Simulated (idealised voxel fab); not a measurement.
process module | voxel air gaps
Pictured: cross-section cut, 290 nm wide, on a grid of 5 nm square cells.
We lay out every cross-section as a grid of square cells and spell it out in bands from the top down, where one band means one or more rows of cells. Band entry format. Leading values: height of top, height of bottom, nm. Remainder: materials in left-to-right order, each with its width in nm. Special words: "throughout" on a single material, which then fills the band edge to edge; "empty", empty space. Heights are measured from 0, the level below which the as-received wafer is all one material; the lowest band has no bottom and continues downward, written as in "0 and below". You'd read "30 to 40" like this: the band's top row of cells is as wide as the first number, its bottom row is as wide as the second, and going down, every row changes width by the same amount as the row before did. Key: "stayed the same" - step with no changed cell in the cross-section. The entry titled "Enclosed cavity list" provides the empty spaces that have no open way to the top, restricted to those of 8 cells or more. Each is presented as width x height at distance, the distance being measured from the left edge, with all three in nm. Step line, after settings: the simulator's comment on this step. A step's line can hold "overlay nm"; with a mask on that step, the setting says how far right of the planned place the mask lay, while a negative setting says it lay to the left.
Intended process steps
1,RECEIVE,material Si
2,CONFORMAL_DEP,material SiO2,thk nm 10
3,CONFORMAL_DEP,material SiCN,thk nm 5
4,DIRECTIONAL_DEP,material lowk,thk nm 40
5,PATTERN,tone open,mask id LINES,material resist,width nm 15,pitch nm 40,thk nm 15,overlay nm 0
6,DIRECTIONAL_ETCH,etch materials lowk,depth nm 40
7,STRIP,etch materials resist
8,CONFORMAL_DEP,material TiN,thk nm 5
9,FILL_DEP,material Ru,thk nm 10
10,CMP,height nm 55
11,EPI,material Ru,thk nm 10
12,SELECTIVE_ETCH,etch materials lowk,depth nm 50
13,CONFORMAL_DEP,material SiCN,thk nm 5
Cross-section of the wafer as it came to us, i.e., already through step 1
* 0 and below  Si throughout
* Enclosed cavity list: none
End-of-module cross-section of the first of two wafers, processed as planned
* 70 down to 65  empty 80 / SiCN 125 / empty 85
* 65 down to 55  empty 80 / SiCN 5 / Ru 35 / SiCN 5 / Ru 35 / SiCN 5 / Ru 35 / SiCN 5 / empty 85
* 55 down to 50  empty 80 / SiCN 15 / TiN 5 / Ru 5 / TiN 5 / SiCN 25 / TiN 5 / Ru 5 / TiN 5 / SiCN 25 / TiN 5 / Ru 5 / TiN 5 / SiCN 15 / empty 85
* 50 down to 20  empty 90 / SiCN 5 / TiN 5 / Ru 5 / TiN 5 / SiCN 5 / empty 15 / SiCN 5 / TiN 5 / Ru 5 / TiN 5 / SiCN 5 / empty 15 / SiCN 5 / TiN 5 / Ru 5 / TiN 5 / SiCN 5 / empty 95
* 20 down to 15  SiCN 95 / TiN 15 / SiCN 25 / TiN 15 / SiCN 25 / TiN 15 / SiCN 100
* 15 down to 10  SiCN throughout
* 10 down to 0  SiO2 throughout
* 0 and below  Si throughout
* Enclosed cavity list: 15 x 30 at 115; 15 x 30 at 155
Wafer two, sectioned after the module: the first wafer's start, the first wafer's plan, and one mistake in how it was run
* 70 down to 65  SiCN throughout
* 65 down to 50  Ru throughout
* 50 down to 45  TiN 100 / Ru 5 / TiN 35 / Ru 5 / TiN 35 / Ru 5 / TiN 105
* 45 down to 20  lowk 95 / TiN 5 / Ru 5 / TiN 5 / lowk 25 / TiN 5 / Ru 5 / TiN 5 / lowk 25 / TiN 5 / Ru 5 / TiN 5 / lowk 100
* 20 down to 15  lowk 95 / TiN 15 / lowk 25 / TiN 15 / lowk 25 / TiN 15 / lowk 100
* 15 down to 10  SiCN throughout
* 10 down to 0  SiO2 throughout
* 0 and below  Si throughout
* Enclosed cavity list: none
Here's what went sideways: step 4 changed vs plan, executed as DIRECTIONAL_DEP,material lowk,thk nm 30
Wafer comparison, final, in cells, second relative to first, materials more or fewer: +129 Ru, -76 SiCN, +43 TiN, +294 lowk
Closed void count at end of process - first wafer: 2; second wafer: 0.
